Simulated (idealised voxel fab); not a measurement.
The following is a process module called voxel wiring stack.
For reference, the cross-section in this document is cut, with width 240 nm and square cells of 5 nm.
Throughout this document, each cross-section is represented as a grid of square cells and is presented as a sequence of bands enumerated from the top downward, where a band comprises one or more rows of cells. First you get the band's top height and its bottom height, in nm, and then the materials it's made of, left to right, with each width in nm. If you see a single material with "all across", that one covers the band edge to edge. "empty" is empty space. Heights are expressed relative to 0, this being the level below which the as-received wafer comprises one material exclusively. The lowest band is unbounded in the downward direction and is denoted as in "0 down". So if you see something like "30 to 40" for the width, read it as the top row of the band sitting at the first number and the bottom row at the second, with every row in between moving by the same amount as the last. What does "identical to before" mean for a step? It means no cell of the cross-section changed in that step. Empty spaces without an open route to the top, at least 8 cells in extent, make up the entry "Sealed voids"; each is given as width x height at distance, where the distance is measured from the left edge, and all are in nm. Read whatever lies past the settings on a step's line as the simulator's own remark about the step. The optional step-line setting "overlay nm" applies to steps with a mask and quantifies how far to the right of its planned location the mask lay, a negative value indicating leftward placement.

Steps planned for the process:
1. op RECEIVE | material Si
2. op CONFORMAL_DEP | material SiO2 | thk nm 15
3. op CONFORMAL_DEP | material SiN | thk nm 5
4. op DIRECTIONAL_DEP | material SiO2 | thk nm 20
5. op MASKED_ETCH | tone open | mask id METAL_1 | width nm 30 | pitch nm 50 | etch materials SiO2 | depth nm 20 | overlay nm 0
6. op MASKED_ETCH | tone open | mask id METAL_1 | width nm 30 | pitch nm 50 | etch materials SiN | depth nm 5 | overlay nm 0
7. op CONFORMAL_DEP | material TiN | thk nm 5
8. op FILL_DEP | material Cu | thk nm 5
9. op CMP | height nm 40
10. op CONFORMAL_DEP | material SiCN | thk nm 5
11. op DIRECTIONAL_DEP | material SiO2 | thk nm 15
12. op PATTERN | tone open | mask id PLUG_1 | material resist | width nm 15 | pitch nm 50 | thk nm 15 | overlay nm 0
13. op DIRECTIONAL_ETCH | etch materials SiO2 | depth nm 15
14. op DIRECTIONAL_ETCH | etch materials SiCN | depth nm 5
15. op STRIP | etch materials resist
16. op CONFORMAL_DEP | material TiN | thk nm 5
17. op FILL_DEP | material Ru | thk nm 5
18. op CMP | height nm 60
19. op DIRECTIONAL_DEP | material TiN | thk nm 5
20. op DIRECTIONAL_DEP | material Ru | thk nm 20
21. op DIRECTIONAL_DEP | material aC | thk nm 10
22. op PATTERN | tone cover | mask id METAL_2 | material resist | width nm 30 | pitch nm 50 | thk nm 25 | overlay nm 0
23. op DIRECTIONAL_ETCH | etch materials aC | depth nm 10
24. op STRIP | etch materials resist
25. op DIRECTIONAL_ETCH | etch materials Ru | depth nm 20
26. op DIRECTIONAL_ETCH | etch materials TiN | depth nm 5
27. op STRIP | etch materials aC
28. op CONFORMAL_DEP | material SiCN | thk nm 5
29. op FILL_DEP | material lowk | thk nm 5
30. op CMP | height nm 85
31. op CONFORMAL_DEP | material SiCN | thk nm 5
32. op DIRECTIONAL_DEP | material SiO2 | thk nm 30
33. op PATTERN | tone open | mask id METAL_3_HOLES | material resist | width nm 15 | pitch nm 100 | thk nm 15 | overlay nm 0
34. op DIRECTIONAL_ETCH | etch materials SiO2 | depth nm 30
35. op STRIP | etch materials resist
36. op PATTERN | tone open | mask id METAL_3 | material resist | width nm 30 | pitch nm 50 | thk nm 20 | overlay nm 0
37. op DIRECTIONAL_ETCH | etch materials SiO2 | depth nm 20
38. op DIRECTIONAL_ETCH | etch materials SiCN | depth nm 5
39. op STRIP | etch materials resist
40. op CONFORMAL_DEP | material TiN | thk nm 5
41. op FILL_DEP | material Cu | thk nm 10
42. op CMP | height nm 120
43. op CONFORMAL_DEP | material SiCN | thk nm 5

First of two wafers: run as planned:

Wafer cross-section on receipt, i.e. after step 1:
* 0 down | Si all across
* Sealed voids: none

The wafer, seen in cross-section, after step 2:
* 15 to 0 | SiO2 all across
* Heights below 0 show no change.

The wafer, seen in cross-section, after step 3:
* 20 to 15 | SiN all across
* Heights below 15 show no change.

The wafer, seen in cross-section, after step 4:
* 40 to 20 | SiO2 all across
* Heights below 20 show no change.

The wafer, seen in cross-section, after step 5:
* 40 to 20 | SiO2=30 | empty=30 | SiO2=20 | empty=30 | SiO2=20 | empty=30 | SiO2=20 | empty=30 | SiO2=30
* Heights below 20 show no change.

The wafer, seen in cross-section, after step 6:
* 40 to 20 | SiO2=30 | empty=30 | SiO2=20 | empty=30 | SiO2=20 | empty=30 | SiO2=20 | empty=30 | SiO2=30
* 20 to 15 | SiN=30 | empty=30 | SiN=20 | empty=30 | SiN=20 | empty=30 | SiN=20 | empty=30 | SiN=30
* Heights below 15 show no change.

The wafer, seen in cross-section, after step 7:
* 45 to 40 | TiN=35 | empty=20 | TiN=30 | empty=20 | TiN=30 | empty=20 | TiN=30 | empty=20 | TiN=35
* 40 to 20 | SiO2=30 | TiN=5 | empty=20 | TiN=5 | SiO2=20 | TiN=5 | empty=20 | TiN=5 | SiO2=20 | TiN=5 | empty=20 | TiN=5 | SiO2=20 | TiN=5 | empty=20 | TiN=5 | SiO2=30
* 20 to 15 | SiN=30 | TiN=30 | SiN=20 | TiN=30 | SiN=20 | TiN=30 | SiN=20 | TiN=30 | SiN=30
* Heights below 15 show no change.

The wafer, seen in cross-section, after step 8:
* 50 to 45 | Cu all across
* 45 to 40 | TiN=35 | Cu=20 | TiN=30 | Cu=20 | TiN=30 | Cu=20 | TiN=30 | Cu=20 | TiN=35
* 40 to 20 | SiO2=30 | TiN=5 | Cu=20 | TiN=5 | SiO2=20 | TiN=5 | Cu=20 | TiN=5 | SiO2=20 | TiN=5 | Cu=20 | TiN=5 | SiO2=20 | TiN=5 | Cu=20 | TiN=5 | SiO2=30
* Heights below 20 show no change.

The wafer, seen in cross-section, after step 9:
* 40 to 20 | SiO2=30 | TiN=5 | Cu=20 | TiN=5 | SiO2=20 | TiN=5 | Cu=20 | TiN=5 | SiO2=20 | TiN=5 | Cu=20 | TiN=5 | SiO2=20 | TiN=5 | Cu=20 | TiN=5 | SiO2=30
* Heights below 20 show no change.

The wafer, seen in cross-section, after step 10:
* 45 to 40 | SiCN all across
* Heights below 40 show no change.

The wafer, seen in cross-section, after step 11:
* 60 to 45 | SiO2 all across
* Heights below 45 show no change.

The wafer, seen in cross-section, after step 12:
* 75 to 60 | resist=30 | empty=15 | resist=35 | empty=15 | resist=35 | empty=15 | resist=35 | empty=15 | resist=45
* Heights below 60 show no change.

The wafer, seen in cross-section, after step 13:
* 75 to 60 | resist=30 | empty=15 | resist=35 | empty=15 | resist=35 | empty=15 | resist=35 | empty=15 | resist=45
* 60 to 45 | SiO2=30 | empty=15 | SiO2=35 | empty=15 | SiO2=35 | empty=15 | SiO2=35 | empty=15 | SiO2=45
* Heights below 45 show no change.

The wafer, seen in cross-section, after step 14:
* 75 to 60 | resist=30 | empty=15 | resist=35 | empty=15 | resist=35 | empty=15 | resist=35 | empty=15 | resist=45
* 60 to 45 | SiO2=30 | empty=15 | SiO2=35 | empty=15 | SiO2=35 | empty=15 | SiO2=35 | empty=15 | SiO2=45
* 45 to 40 | SiCN=30 | empty=15 | SiCN=35 | empty=15 | SiCN=35 | empty=15 | SiCN=35 | empty=15 | SiCN=45
* Heights below 40 show no change.

The wafer, seen in cross-section, after step 15:
* 60 to 45 | SiO2=30 | empty=15 | SiO2=35 | empty=15 | SiO2=35 | empty=15 | SiO2=35 | empty=15 | SiO2=45
* Heights below 45 show no change.

The wafer, seen in cross-section, after step 16:
* 65 to 60 | TiN=35 | empty=5 | TiN=45 | empty=5 | TiN=45 | empty=5 | TiN=45 | empty=5 | TiN=50
* 60 to 45 | SiO2=30 | TiN=5 | empty=5 | TiN=5 | SiO2=35 | TiN=5 | empty=5 | TiN=5 | SiO2=35 | TiN=5 | empty=5 | TiN=5 | SiO2=35 | TiN=5 | empty=5 | TiN=5 | SiO2=45
* 45 to 40 | SiCN=30 | TiN=15 | SiCN=35 | TiN=15 | SiCN=35 | TiN=15 | SiCN=35 | TiN=15 | SiCN=45
* Heights below 40 show no change.

The wafer, seen in cross-section, after step 17:
* 70 to 65 | Ru all across
* 65 to 60 | TiN=35 | Ru=5 | TiN=45 | Ru=5 | TiN=45 | Ru=5 | TiN=45 | Ru=5 | TiN=50
* 60 to 45 | SiO2=30 | TiN=5 | Ru=5 | TiN=5 | SiO2=35 | TiN=5 | Ru=5 | TiN=5 | SiO2=35 | TiN=5 | Ru=5 | TiN=5 | SiO2=35 | TiN=5 | Ru=5 | TiN=5 | SiO2=45
* Heights below 45 show no change.

The wafer, seen in cross-section, after step 18:
* 60 to 45 | SiO2=30 | TiN=5 | Ru=5 | TiN=5 | SiO2=35 | TiN=5 | Ru=5 | TiN=5 | SiO2=35 | TiN=5 | Ru=5 | TiN=5 | SiO2=35 | TiN=5 | Ru=5 | TiN=5 | SiO2=45
* Heights below 45 show no change.

The wafer, seen in cross-section, after step 19:
* 65 to 60 | TiN all across
* Heights below 60 show no change.

The wafer, seen in cross-section, after step 20:
* 85 to 65 | Ru all across
* Heights below 65 show no change.

The wafer, seen in cross-section, after step 21:
* 95 to 85 | aC all across
* Heights below 85 show no change.

The wafer, seen in cross-section, after step 22:
* 120 to 95 | empty=30 | resist=30 | empty=20 | resist=30 | empty=20 | resist=30 | empty=20 | resist=30 | empty=30
* Heights below 95 show no change.

The wafer, seen in cross-section, after step 23:
* 110 to 95 | empty=30 | resist=30 | empty=20 | resist=30 | empty=20 | resist=30 | empty=20 | resist=30 | empty=30
* 95 to 85 | empty=30 | aC=30 | empty=20 | aC=30 | empty=20 | aC=30 | empty=20 | aC=30 | empty=30
* Heights below 85 show no change.

The wafer, seen in cross-section, after step 24:
* 95 to 85 | empty=30 | aC=30 | empty=20 | aC=30 | empty=20 | aC=30 | empty=20 | aC=30 | empty=30
* Heights below 85 show no change.

The wafer, seen in cross-section, after step 25:
* 95 to 85 | empty=30 | aC=30 | empty=20 | aC=30 | empty=20 | aC=30 | empty=20 | aC=30 | empty=30
* 85 to 65 | empty=30 | Ru=30 | empty=20 | Ru=30 | empty=20 | Ru=30 | empty=20 | Ru=30 | empty=30
* Heights below 65 show no change.

The wafer, seen in cross-section, after step 26:
* 95 to 85 | empty=30 | aC=30 | empty=20 | aC=30 | empty=20 | aC=30 | empty=20 | aC=30 | empty=30
* 85 to 65 | empty=30 | Ru=30 | empty=20 | Ru=30 | empty=20 | Ru=30 | empty=20 | Ru=30 | empty=30
* 65 to 60 | empty=30 | TiN=30 | empty=20 | TiN=30 | empty=20 | TiN=30 | empty=20 | TiN=30 | empty=30
* Heights below 60 show no change.

The wafer, seen in cross-section, after step 27:
* 85 to 65 | empty=30 | Ru=30 | empty=20 | Ru=30 | empty=20 | Ru=30 | empty=20 | Ru=30 | empty=30
* Heights below 65 show no change.

The wafer, seen in cross-section, after step 28:
* 90 to 85 | empty=25 | SiCN=40 | empty=10 | SiCN=40 | empty=10 | SiCN=40 | empty=10 | SiCN=40 | empty=25
* 85 to 65 | empty=25 | SiCN=5 | Ru=30 | SiCN=5 | empty=10 | SiCN=5 | Ru=30 | SiCN=5 | empty=10 | SiCN=5 | Ru=30 | SiCN=5 | empty=10 | SiCN=5 | Ru=30 | SiCN=5 | empty=25
* 65 to 60 | SiCN=30 | TiN=30 | SiCN=20 | TiN=30 | SiCN=20 | TiN=30 | SiCN=20 | TiN=30 | SiCN=30
* Heights below 60 show no change.

The wafer, seen in cross-section, after step 29:
* 95 to 90 | lowk all across
* 90 to 85 | lowk=25 | SiCN=40 | lowk=10 | SiCN=40 | lowk=10 | SiCN=40 | lowk=10 | SiCN=40 | lowk=25
* 85 to 65 | lowk=25 | SiCN=5 | Ru=30 | SiCN=5 | lowk=10 | SiCN=5 | Ru=30 | SiCN=5 | lowk=10 | SiCN=5 | Ru=30 | SiCN=5 | lowk=10 | SiCN=5 | Ru=30 | SiCN=5 | lowk=25
* Heights below 65 show no change.

The wafer, seen in cross-section, after step 30:
* 85 to 65 | lowk=25 | SiCN=5 | Ru=30 | SiCN=5 | lowk=10 | SiCN=5 | Ru=30 | SiCN=5 | lowk=10 | SiCN=5 | Ru=30 | SiCN=5 | lowk=10 | SiCN=5 | Ru=30 | SiCN=5 | lowk=25
* Heights below 65 show no change.

The wafer, seen in cross-section, after step 31:
* 90 to 85 | SiCN all across
* Heights below 85 show no change.

The wafer, seen in cross-section, after step 32:
* 120 to 90 | SiO2 all across
* Heights below 90 show no change.

The wafer, seen in cross-section, after step 33:
* 135 to 120 | resist=30 | empty=15 | resist=85 | empty=15 | resist=95
* Heights below 120 show no change.

The wafer, seen in cross-section, after step 34:
* 135 to 120 | resist=30 | empty=15 | resist=85 | empty=15 | resist=95
* 120 to 90 | SiO2=30 | empty=15 | SiO2=85 | empty=15 | SiO2=95
* Heights below 90 show no change.

The wafer, seen in cross-section, after step 35:
* 120 to 90 | SiO2=30 | empty=15 | SiO2=85 | empty=15 | SiO2=95
* Heights below 90 show no change.

The wafer, seen in cross-section, after step 36:
* 140 to 120 | resist=30 | empty=30 | resist=20 | empty=30 | resist=20 | empty=30 | resist=20 | empty=30 | resist=30
* Heights below 120 show no change.

The wafer, seen in cross-section, after step 37:
* 140 to 120 | resist=30 | empty=30 | resist=20 | empty=30 | resist=20 | empty=30 | resist=20 | empty=30 | resist=30
* 120 to 100 | SiO2=30 | empty=30 | SiO2=20 | empty=30 | SiO2=20 | empty=30 | SiO2=20 | empty=30 | SiO2=30
* Heights below 100 show no change.

The wafer, seen in cross-section, after step 38:
* 140 to 120 | resist=30 | empty=30 | resist=20 | empty=30 | resist=20 | empty=30 | resist=20 | empty=30 | resist=30
* 120 to 100 | SiO2=30 | empty=30 | SiO2=20 | empty=30 | SiO2=20 | empty=30 | SiO2=20 | empty=30 | SiO2=30
* 100 to 90 | SiO2=30 | empty=15 | SiO2=85 | empty=15 | SiO2=95
* 90 to 85 | SiCN=30 | empty=15 | SiCN=85 | empty=15 | SiCN=95
* Heights below 85 show no change.

The wafer, seen in cross-section, after step 39:
* 120 to 100 | SiO2=30 | empty=30 | SiO2=20 | empty=30 | SiO2=20 | empty=30 | SiO2=20 | empty=30 | SiO2=30
* Heights below 100 show no change.

The wafer, seen in cross-section, after step 40:
* 125 to 120 | TiN=35 | empty=20 | TiN=30 | empty=20 | TiN=30 | empty=20 | TiN=30 | empty=20 | TiN=35
* 120 to 105 | SiO2=30 | TiN=5 | empty=20 | TiN=5 | SiO2=20 | TiN=5 | empty=20 | TiN=5 | SiO2=20 | TiN=5 | empty=20 | TiN=5 | SiO2=20 | TiN=5 | empty=20 | TiN=5 | SiO2=30
* 105 to 100 | SiO2=30 | TiN=5 | empty=5 | TiN=20 | SiO2=20 | TiN=30 | SiO2=20 | TiN=5 | empty=5 | TiN=20 | SiO2=20 | TiN=30 | SiO2=30
* 100 to 90 | SiO2=30 | TiN=5 | empty=5 | TiN=5 | SiO2=85 | TiN=5 | empty=5 | TiN=5 | SiO2=95
* 90 to 85 | SiCN=30 | TiN=15 | SiCN=85 | TiN=15 | SiCN=95
* Heights below 85 show no change.

The wafer, seen in cross-section, after step 41:
* 135 to 125 | Cu all across
* 125 to 120 | TiN=35 | Cu=20 | TiN=30 | Cu=20 | TiN=30 | Cu=20 | TiN=30 | Cu=20 | TiN=35
* 120 to 105 | SiO2=30 | TiN=5 | Cu=20 | TiN=5 | SiO2=20 | TiN=5 | Cu=20 | TiN=5 | SiO2=20 | TiN=5 | Cu=20 | TiN=5 | SiO2=20 | TiN=5 | Cu=20 | TiN=5 | SiO2=30
* 105 to 100 | SiO2=30 | TiN=5 | Cu=5 | TiN=20 | SiO2=20 | TiN=30 | SiO2=20 | TiN=5 | Cu=5 | TiN=20 | SiO2=20 | TiN=30 | SiO2=30
* 100 to 90 | SiO2=30 | TiN=5 | Cu=5 | TiN=5 | SiO2=85 | TiN=5 | Cu=5 | TiN=5 | SiO2=95
* Heights below 90 show no change.

The wafer, seen in cross-section, after step 42:
* 120 to 105 | SiO2=30 | TiN=5 | Cu=20 | TiN=5 | SiO2=20 | TiN=5 | Cu=20 | TiN=5 | SiO2=20 | TiN=5 | Cu=20 | TiN=5 | SiO2=20 | TiN=5 | Cu=20 | TiN=5 | SiO2=30
* Heights below 105 show no change.

The wafer, seen in cross-section, after step 43:
* 125 to 120 | SiCN all across
* Heights below 120 show no change.

Second wafer, same starting conditions and recipe as the first, one mistake in executing it, nothing differs from the first up to and including step 18:

Second wafer, cut view, end of step 19 per plan:
* 80 to 60 | Ru all across
* Heights below 60 show no change.

Second wafer, cut view, end of step 20 per plan:
* 85 to 80 | TiN all across
* Heights below 80 show no change.

Second wafer, cut view, end of step 21 per plan:
* 95 to 85 | aC all across
* Heights below 85 show no change.

Second wafer, cut view, end of step 22 per plan:
* 120 to 95 | empty=30 | resist=30 | empty=20 | resist=30 | empty=20 | resist=30 | empty=20 | resist=30 | empty=30
* Heights below 95 show no change.

Second wafer, cut view, end of step 23 per plan:
* 110 to 95 | empty=30 | resist=30 | empty=20 | resist=30 | empty=20 | resist=30 | empty=20 | resist=30 | empty=30
* 95 to 85 | empty=30 | aC=30 | empty=20 | aC=30 | empty=20 | aC=30 | empty=20 | aC=30 | empty=30
* Heights below 85 show no change.

Second wafer, cut view, end of step 24 per plan:
* 95 to 85 | empty=30 | aC=30 | empty=20 | aC=30 | empty=20 | aC=30 | empty=20 | aC=30 | empty=30
* Heights below 85 show no change.

Second wafer, cut view, end of step 25 per plan: identical to before

Second wafer, cut view, end of step 26 per plan:
* 95 to 85 | empty=30 | aC=30 | empty=20 | aC=30 | empty=20 | aC=30 | empty=20 | aC=30 | empty=30
* 85 to 80 | empty=30 | TiN=30 | empty=20 | TiN=30 | empty=20 | TiN=30 | empty=20 | TiN=30 | empty=30
* Heights below 80 show no change.

Second wafer, cut view, end of step 27 per plan:
* 85 to 80 | empty=30 | TiN=30 | empty=20 | TiN=30 | empty=20 | TiN=30 | empty=20 | TiN=30 | empty=30
* Heights below 80 show no change.

Second wafer, cut view, end of step 28 per plan:
* 90 to 85 | empty=25 | SiCN=40 | empty=10 | SiCN=40 | empty=10 | SiCN=40 | empty=10 | SiCN=40 | empty=25
* 85 to 80 | SiCN=30 | TiN=30 | SiCN=20 | TiN=30 | SiCN=20 | TiN=30 | SiCN=20 | TiN=30 | SiCN=30
* Heights below 80 show no change.

Second wafer, cut view, end of step 29 per plan:
* 95 to 90 | lowk all across
* 90 to 85 | lowk=25 | SiCN=40 | lowk=10 | SiCN=40 | lowk=10 | SiCN=40 | lowk=10 | SiCN=40 | lowk=25
* Heights below 85 show no change.

Second wafer, cut view, end of step 30 per plan:
* 85 to 80 | SiCN=30 | TiN=30 | SiCN=20 | TiN=30 | SiCN=20 | TiN=30 | SiCN=20 | TiN=30 | SiCN=30
* Heights below 80 show no change.

Second wafer, cut view, end of step 31 per plan:
* 90 to 85 | SiCN all across
* Heights below 85 show no change.

Second wafer, cut view, end of step 32 per plan:
* 120 to 90 | SiO2 all across
* Heights below 90 show no change.

Second wafer, cut view, end of step 33 per plan:
* 135 to 120 | resist=30 | empty=15 | resist=85 | empty=15 | resist=95
* Heights below 120 show no change.

Second wafer, cut view, end of step 34 per plan:
* 135 to 120 | resist=30 | empty=15 | resist=85 | empty=15 | resist=95
* 120 to 90 | SiO2=30 | empty=15 | SiO2=85 | empty=15 | SiO2=95
* Heights below 90 show no change.

Second wafer, cut view, end of step 35 per plan:
* 120 to 90 | SiO2=30 | empty=15 | SiO2=85 | empty=15 | SiO2=95
* Heights below 90 show no change.

Second wafer, cut view, end of step 36 per plan:
* 140 to 120 | resist=30 | empty=30 | resist=20 | empty=30 | resist=20 | empty=30 | resist=20 | empty=30 | resist=30
* Heights below 120 show no change.

Second wafer, cut view, end of step 37 per plan:
* 140 to 120 | resist=30 | empty=30 | resist=20 | empty=30 | resist=20 | empty=30 | resist=20 | empty=30 | resist=30
* 120 to 100 | SiO2=30 | empty=30 | SiO2=20 | empty=30 | SiO2=20 | empty=30 | SiO2=20 | empty=30 | SiO2=30
* Heights below 100 show no change.

Second wafer, cut view, end of step 38 per plan:
* 140 to 120 | resist=30 | empty=30 | resist=20 | empty=30 | resist=20 | empty=30 | resist=20 | empty=30 | resist=30
* 120 to 100 | SiO2=30 | empty=30 | SiO2=20 | empty=30 | SiO2=20 | empty=30 | SiO2=20 | empty=30 | SiO2=30
* 100 to 90 | SiO2=30 | empty=15 | SiO2=85 | empty=15 | SiO2=95
* 90 to 85 | SiCN=30 | empty=15 | SiCN=85 | empty=15 | SiCN=95
* Heights below 85 show no change.

Second wafer, cut view, end of step 39 per plan:
* 120 to 100 | SiO2=30 | empty=30 | SiO2=20 | empty=30 | SiO2=20 | empty=30 | SiO2=20 | empty=30 | SiO2=30
* Heights below 100 show no change.

Second wafer, cut view, end of step 40 per plan:
* 125 to 120 | TiN=35 | empty=20 | TiN=30 | empty=20 | TiN=30 | empty=20 | TiN=30 | empty=20 | TiN=35
* 120 to 105 | SiO2=30 | TiN=5 | empty=20 | TiN=5 | SiO2=20 | TiN=5 | empty=20 | TiN=5 | SiO2=20 | TiN=5 | empty=20 | TiN=5 | SiO2=20 | TiN=5 | empty=20 | TiN=5 | SiO2=30
* 105 to 100 | SiO2=30 | TiN=5 | empty=5 | TiN=20 | SiO2=20 | TiN=30 | SiO2=20 | TiN=5 | empty=5 | TiN=20 | SiO2=20 | TiN=30 | SiO2=30
* 100 to 90 | SiO2=30 | TiN=5 | empty=5 | TiN=5 | SiO2=85 | TiN=5 | empty=5 | TiN=5 | SiO2=95
* 90 to 85 | SiCN=30 | TiN=15 | SiCN=85 | TiN=15 | SiCN=95
* Heights below 85 show no change.

Second wafer, cut view, end of step 41 per plan:
* 135 to 125 | Cu all across
* 125 to 120 | TiN=35 | Cu=20 | TiN=30 | Cu=20 | TiN=30 | Cu=20 | TiN=30 | Cu=20 | TiN=35
* 120 to 105 | SiO2=30 | TiN=5 | Cu=20 | TiN=5 | SiO2=20 | TiN=5 | Cu=20 | TiN=5 | SiO2=20 | TiN=5 | Cu=20 | TiN=5 | SiO2=20 | TiN=5 | Cu=20 | TiN=5 | SiO2=30
* 105 to 100 | SiO2=30 | TiN=5 | Cu=5 | TiN=20 | SiO2=20 | TiN=30 | SiO2=20 | TiN=5 | Cu=5 | TiN=20 | SiO2=20 | TiN=30 | SiO2=30
* 100 to 90 | SiO2=30 | TiN=5 | Cu=5 | TiN=5 | SiO2=85 | TiN=5 | Cu=5 | TiN=5 | SiO2=95
* Heights below 90 show no change.

Second wafer, cut view, end of step 42 per plan:
* 120 to 105 | SiO2=30 | TiN=5 | Cu=20 | TiN=5 | SiO2=20 | TiN=5 | Cu=20 | TiN=5 | SiO2=20 | TiN=5 | Cu=20 | TiN=5 | SiO2=20 | TiN=5 | Cu=20 | TiN=5 | SiO2=30
* Heights below 105 show no change.

Second wafer, cut view, end of step 43 per plan:
* 125 to 120 | SiCN all across
* Heights below 120 show no change.
Processing error: plan vs actual: 19 and 20 interchanged
Final comparison by cell count, materials where the second wafer has more or fewer than the first: +96 Ru; -32 SiCN; -64 lowk
